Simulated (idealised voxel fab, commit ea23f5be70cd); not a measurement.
process module | voxel self aligned contacts
cross-section cut | 265 nm wide | cells 5 nm
A cross-section is a grid of square cells, given in bands from the top down. A band is one or more rows of cells.
Each band's line starts with the height of the band's top and of its bottom, in nm. Then come its materials from left to right, each with its width in nm. One material with "throughout" fills the band from edge to edge. "air" is empty space.
Height 0 is the level under which the wafer as received is all one material. The lowest band goes on downwards, as in "0 down".
A width such as "30 to 40" changes by the same amount from each row of cells to the next, from the band's top row to its bottom row.
"no change" after a step means that no cell of the cross-section changed.
closed voids: empty space of 8 cells or more with no open way to the top, each as width x height at its distance from the left edge, in nm
after a step's settings: what the simulator itself notes on the step
overlay nm, on a step with a mask: how far to the right of its planned place the mask lay; to the left if negative
plan
1 op RECEIVE | material Si
2 op OXIDIZE | depth nm 5
3 op DIRECTIONAL_DEP | material polySi | thk nm 30
4 op DIRECTIONAL_DEP | material SiN | thk nm 15
5 op PATTERN | tone cover | mask id GATE | material resist | width nm 25 | pitch nm 60 | thk nm 20 | overlay nm 0
6 op DIRECTIONAL_ETCH | etch materials SiN | depth nm 15
7 op DIRECTIONAL_ETCH | etch materials polySi | depth nm 30
8 op STRIP | etch materials resist
9 op CONFORMAL_DEP | material SiN | thk nm 5
10 op DIRECTIONAL_ETCH | etch materials SiN | depth nm 5
11 op FILL_DEP | material SiO2 | thk nm 15
12 op CMP | height nm 55
13 op MASKED_ETCH | tone open | mask id CONTACT | width nm 45 | pitch nm 60 | etch materials SiO2 | depth nm 60 | overlay nm 0
14 op CONFORMAL_DEP | material TiN | thk nm 5
15 op FILL_DEP | material Ru | thk nm 5
16 op CMP | height nm 55
17 op CONFORMAL_DEP | material SiCN | thk nm 5
first wafer, as planned
as received, after step 1
  0 down: Si throughout
  closed voids: none
after step 2
  0 to -5: SiO2 throughout
  below -5: unchanged
after step 3
  30 to 0: polySi throughout
  below 0: unchanged
after step 4
  45 to 30: SiN throughout
  below 30: unchanged
after step 5
  65 to 45: air 60 | resist 25 | air 35 | resist 25 | air 35 | resist 25 | air 60
  below 45: unchanged
after step 6
  65 to 45: air 60 | resist 25 | air 35 | resist 25 | air 35 | resist 25 | air 60
  45 to 30: air 60 | SiN 25 | air 35 | SiN 25 | air 35 | SiN 25 | air 60
  below 30: unchanged
after step 7
  65 to 45: air 60 | resist 25 | air 35 | resist 25 | air 35 | resist 25 | air 60
  45 to 30: air 60 | SiN 25 | air 35 | SiN 25 | air 35 | SiN 25 | air 60
  30 to 0: air 60 | polySi 25 | air 35 | polySi 25 | air 35 | polySi 25 | air 60
  below 0: unchanged
after step 8
  45 to 30: air 60 | SiN 25 | air 35 | SiN 25 | air 35 | SiN 25 | air 60
  below 30: unchanged
after step 9
  50 to 30: air 55 | SiN 35 | air 25 | SiN 35 | air 25 | SiN 35 | air 55
  30 to 5: air 55 | SiN 5 | polySi 25 | SiN 5 | air 25 | SiN 5 | polySi 25 | SiN 5 | air 25 | SiN 5 | polySi 25 | SiN 5 | air 55
  5 to 0: SiN 60 | polySi 25 | SiN 35 | polySi 25 | SiN 35 | polySi 25 | SiN 60
  below 0: unchanged
after step 10
  45 to 30: air 55 | SiN 35 | air 25 | SiN 35 | air 25 | SiN 35 | air 55
  30 to 0: air 55 | SiN 5 | polySi 25 | SiN 5 | air 25 | SiN 5 | polySi 25 | SiN 5 | air 25 | SiN 5 | polySi 25 | SiN 5 | air 55
  below 0: unchanged
after step 11
  60 to 45: SiO2 throughout
  45 to 30: SiO2 55 | SiN 35 | SiO2 25 | SiN 35 | SiO2 25 | SiN 35 | SiO2 55
  30 to 0: SiO2 55 | SiN 5 | polySi 25 | SiN 5 | SiO2 25 | SiN 5 | polySi 25 | SiN 5 | SiO2 25 | SiN 5 | polySi 25 | SiN 5 | SiO2 55
  below 0: unchanged
after step 12
  55 to 45: SiO2 throughout
  below 45: unchanged
after step 13
  55 to 45: SiO2 80 | air 45 | SiO2 15 | air 45 | SiO2 80
  45 to 30: SiO2 55 | SiN 35 | air 25 | SiN 35 | air 25 | SiN 35 | SiO2 55
  30 to 0: SiO2 55 | SiN 5 | polySi 25 | SiN 5 | air 25 | SiN 5 | polySi 25 | SiN 5 | air 25 | SiN 5 | polySi 25 | SiN 5 | SiO2 55
  0 to -5: SiO2 90 | air 25 | SiO2 35 | air 25 | SiO2 90
  below -5: unchanged
after step 14
  60 to 55: TiN 85 | air 35 | TiN 25 | air 35 | TiN 85
  55 to 45: SiO2 80 | TiN 5 to 15 | air 35 to 15 | TiN 5 to 15 | SiO2 15 | TiN 5 to 15 | air 35 to 15 | TiN 5 to 15 | SiO2 80
  45 to 30: SiO2 55 | SiN 35 | TiN 5 | air 15 | TiN 5 | SiN 35 | TiN 5 | air 15 | TiN 5 | SiN 35 | SiO2 55
  30 to 0: SiO2 55 | SiN 5 | polySi 25 | SiN 5 | TiN 5 | air 15 | TiN 5 | SiN 5 | polySi 25 | SiN 5 | TiN 5 | air 15 | TiN 5 | SiN 5 | polySi 25 | SiN 5 | SiO2 55
  0 to -5: SiO2 90 | TiN 25 | SiO2 35 | TiN 25 | SiO2 90
  below -5: unchanged
after step 15
  65 to 60: Ru throughout
  60 to 55: TiN 85 | Ru 35 | TiN 25 | Ru 35 | TiN 85
  55 to 45: SiO2 80 | TiN 5 to 15 | Ru 35 to 15 | TiN 5 to 15 | SiO2 15 | TiN 5 to 15 | Ru 35 to 15 | TiN 5 to 15 | SiO2 80
  45 to 30: SiO2 55 | SiN 35 | TiN 5 | Ru 15 | TiN 5 | SiN 35 | TiN 5 | Ru 15 | TiN 5 | SiN 35 | SiO2 55
  30 to 0: SiO2 55 | SiN 5 | polySi 25 | SiN 5 | TiN 5 | Ru 15 | TiN 5 | SiN 5 | polySi 25 | SiN 5 | TiN 5 | Ru 15 | TiN 5 | SiN 5 | polySi 25 | SiN 5 | SiO2 55
  below 0: unchanged
after step 16
  55 to 45: SiO2 80 | TiN 5 to 15 | Ru 35 to 15 | TiN 5 to 15 | SiO2 15 | TiN 5 to 15 | Ru 35 to 15 | TiN 5 to 15 | SiO2 80
  below 45: unchanged
after step 17
  60 to 55: SiCN throughout
  below 55: unchanged
second wafer: like start, like plan, one mistake. Through step 4 it matches the first wafer
when step 5 should have ended
  65 to 45: air 55 | resist 35 | air 25 | resist 35 | air 25 | resist 35 | air 55
  below 45: unchanged
when step 6 should have ended
  65 to 45: air 55 | resist 35 | air 25 | resist 35 | air 25 | resist 35 | air 55
  45 to 30: air 55 | SiN 35 | air 25 | SiN 35 | air 25 | SiN 35 | air 55
  below 30: unchanged
when step 7 should have ended
  65 to 45: air 55 | resist 35 | air 25 | resist 35 | air 25 | resist 35 | air 55
  45 to 30: air 55 | SiN 35 | air 25 | SiN 35 | air 25 | SiN 35 | air 55
  30 to 0: air 55 | polySi 35 | air 25 | polySi 35 | air 25 | polySi 35 | air 55
  below 0: unchanged
when step 8 should have ended
  45 to 30: air 55 | SiN 35 | air 25 | SiN 35 | air 25 | SiN 35 | air 55
  below 30: unchanged
when step 9 should have ended
  50 to 30: air 50 | SiN 45 | air 15 | SiN 45 | air 15 | SiN 45 | air 50
  30 to 5: air 50 | SiN 5 | polySi 35 | SiN 5 | air 15 | SiN 5 | polySi 35 | SiN 5 | air 15 | SiN 5 | polySi 35 | SiN 5 | air 50
  5 to 0: SiN 55 | polySi 35 | SiN 25 | polySi 35 | SiN 25 | polySi 35 | SiN 55
  below 0: unchanged
when step 10 should have ended
  45 to 30: air 50 | SiN 45 | air 15 | SiN 45 | air 15 | SiN 45 | air 50
  30 to 0: air 50 | SiN 5 | polySi 35 | SiN 5 | air 15 | SiN 5 | polySi 35 | SiN 5 | air 15 | SiN 5 | polySi 35 | SiN 5 | air 50
  below 0: unchanged
when step 11 should have ended
  60 to 45: SiO2 throughout
  45 to 30: SiO2 50 | SiN 45 | SiO2 15 | SiN 45 | SiO2 15 | SiN 45 | SiO2 50
  30 to 0: SiO2 50 | SiN 5 | polySi 35 | SiN 5 | SiO2 15 | SiN 5 | polySi 35 | SiN 5 | SiO2 15 | SiN 5 | polySi 35 | SiN 5 | SiO2 50
  below 0: unchanged
when step 12 should have ended
  55 to 45: SiO2 throughout
  below 45: unchanged
when step 13 should have ended
  55 to 45: SiO2 80 | air 45 | SiO2 15 | air 45 | SiO2 80
  45 to 30: SiO2 50 | SiN 45 | air 15 | SiN 45 | air 15 | SiN 45 | SiO2 50
  30 to 0: SiO2 50 | SiN 5 | polySi 35 | SiN 5 | air 15 | SiN 5 | polySi 35 | SiN 5 | air 15 | SiN 5 | polySi 35 | SiN 5 | SiO2 50
  0 to -5: SiO2 95 | air 15 | SiO2 45 | air 15 | SiO2 95
  below -5: unchanged
when step 14 should have ended
  60 to 55: TiN 85 | air 35 | TiN 25 | air 35 | TiN 85
  55 to 45: SiO2 80 | TiN 5 to 20 | air 35 to 5 | TiN 5 to 20 | SiO2 15 | TiN 5 to 20 | air 35 to 5 | TiN 5 to 20 | SiO2 80
  45 to 30: SiO2 50 | SiN 45 | TiN 5 | air 5 | TiN 5 | SiN 45 | TiN 5 | air 5 | TiN 5 | SiN 45 | SiO2 50
  30 to 0: SiO2 50 | SiN 5 | polySi 35 | SiN 5 | TiN 5 | air 5 | TiN 5 | SiN 5 | polySi 35 | SiN 5 | TiN 5 | air 5 | TiN 5 | SiN 5 | polySi 35 | SiN 5 | SiO2 50
  0 to -5: SiO2 95 | TiN 15 | SiO2 45 | TiN 15 | SiO2 95
  below -5: unchanged
when step 15 should have ended
  65 to 60: Ru throughout
  60 to 55: TiN 85 | Ru 35 | TiN 25 | Ru 35 | TiN 85
  55 to 45: SiO2 80 | TiN 5 to 20 | Ru 35 to 5 | TiN 5 to 20 | SiO2 15 | TiN 5 to 20 | Ru 35 to 5 | TiN 5 to 20 | SiO2 80
  45 to 30: SiO2 50 | SiN 45 | TiN 5 | Ru 5 | TiN 5 | SiN 45 | TiN 5 | Ru 5 | TiN 5 | SiN 45 | SiO2 50
  30 to 0: SiO2 50 | SiN 5 | polySi 35 | SiN 5 | TiN 5 | Ru 5 | TiN 5 | SiN 5 | polySi 35 | SiN 5 | TiN 5 | Ru 5 | TiN 5 | SiN 5 | polySi 35 | SiN 5 | SiO2 50
  below 0: unchanged
when step 16 should have ended
  55 to 45: SiO2 80 | TiN 5 to 20 | Ru 35 to 5 | TiN 5 to 20 | SiO2 15 | TiN 5 to 20 | Ru 35 to 5 | TiN 5 to 20 | SiO2 80
  below 45: unchanged
when step 17 should have ended
  60 to 55: SiCN throughout
  below 55: unchanged
what went wrong: step 5 ran as: op PATTERN | tone cover | mask id GATE | material resist | width nm 35 | pitch nm 60 | thk nm 20 | overlay nm 0
at the end the second wafer has, in cells: 40 fewer of Ru | 18 more of SiN | 14 fewer of SiO2 | 36 more of polySi
